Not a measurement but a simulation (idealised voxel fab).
process module | voxel ribs on slabs
cross-section cut | 270 nm wide | cells 5 nm
A cross-section is a grid of square cells, given in bands from the top down. A band is one or more rows of cells.
Each band's line starts with the height of the band's top and of its bottom, in nm. Then come its materials from left to right, each with its width in nm. One material with "throughout" fills the band from edge to edge. "air" is empty space.
Height 0 is the level under which the wafer as received is all one material. The lowest band goes on downwards, as in "0 down".
A width such as "30 to 40" changes by the same amount from each row of cells to the next, from the band's top row to its bottom row.
"no change" after a step means that no cell of the cross-section changed.
closed voids: empty space of 8 cells or more with no open way to the top, each as width x height at its distance from the left edge, in nm
after a step's settings: what the simulator itself notes on the step
overlay nm, on a step with a mask: how far to the right of its planned place the mask lay; to the left if negative
plan
1 op RECEIVE | material Si
2 op DIRECTIONAL_DEP | material SiO2 | thk nm 25
3 op DIRECTIONAL_DEP | material SiN | thk nm 20
4 op PATTERN | tone cover | mask id RIB | material resist | width nm 15 | thk nm 20 | overlay nm 0
5 op DIRECTIONAL_ETCH | etch materials SiN | depth nm 5
6 op STRIP | etch materials resist
7 op PATTERN | tone cover | mask id SLAB | material resist | width nm 75 | thk nm 20 | overlay nm 0
8 op DIRECTIONAL_ETCH | etch materials SiN | depth nm 15
9 op STRIP | etch materials resist
10 op FILL_DEP | material SiO2 | thk nm 25
11 op CMP | height nm 60
12 op DIRECTIONAL_DEP | material W | thk nm 5
13 op MASKED_ETCH | tone cover | mask id HEATER | width nm 25 | etch materials W | depth nm 5 | overlay nm 0
14 op CONFORMAL_DEP | material SiO2 | thk nm 5
first wafer, as planned
as received, after step 1
  0 down: Si throughout
  closed voids: none
after step 2
  25 to 0: SiO2 throughout
  below 0: unchanged
after step 3
  45 to 25: SiN throughout
  below 25: unchanged
after step 4
  65 to 45: air 125 | resist 15 | air 130
  below 45: unchanged
after step 5
  65 to 45: air 125 | resist 15 | air 130
  45 to 40: air 125 | SiN 15 | air 130
  below 40: unchanged
after step 6
  45 to 40: air 125 | SiN 15 | air 130
  below 40: unchanged
after step 7
  65 to 45: air 95 | resist 75 | air 100
  45 to 40: air 95 | resist 30 | SiN 15 | resist 30 | air 100
  below 40: unchanged
after step 8
  65 to 45: air 95 | resist 75 | air 100
  45 to 40: air 95 | resist 30 | SiN 15 | resist 30 | air 100
  40 to 25: air 95 | SiN 75 | air 100
  below 25: unchanged
after step 9
  45 to 40: air 125 | SiN 15 | air 130
  below 40: unchanged
after step 10
  70 to 45: SiO2 throughout
  45 to 40: SiO2 125 | SiN 15 | SiO2 130
  40 to 25: SiO2 95 | SiN 75 | SiO2 100
  below 25: unchanged
after step 11
  60 to 45: SiO2 throughout
  below 45: unchanged
after step 12
  65 to 60: W throughout
  below 60: unchanged
after step 13
  65 to 60: air 120 | W 25 | air 125
  below 60: unchanged
after step 14
  70 to 65: air 115 | SiO2 35 | air 120
  65 to 60: SiO2 120 | W 25 | SiO2 125
  below 60: unchanged
second wafer: like start, like plan, one mistake. Through step 9 it matches the first wafer
when step 10 should have ended
  70 to 25: SiN throughout
  below 25: unchanged
when step 11 should have ended
  60 to 25: SiN throughout
  below 25: unchanged
when step 12 should have ended
  65 to 60: W throughout
  below 60: unchanged
when step 13 should have ended
  65 to 60: air 120 | W 25 | air 125
  below 60: unchanged
when step 14 should have ended
  70 to 65: air 115 | SiO2 35 | air 120
  65 to 60: SiO2 120 | W 25 | SiO2 125
  below 60: unchanged
what went wrong: step 10 ran as: op FILL_DEP | material SiN | thk nm 25
at the end the second wafer has, in cells: 330 more of SiN | 330 fewer of SiO2
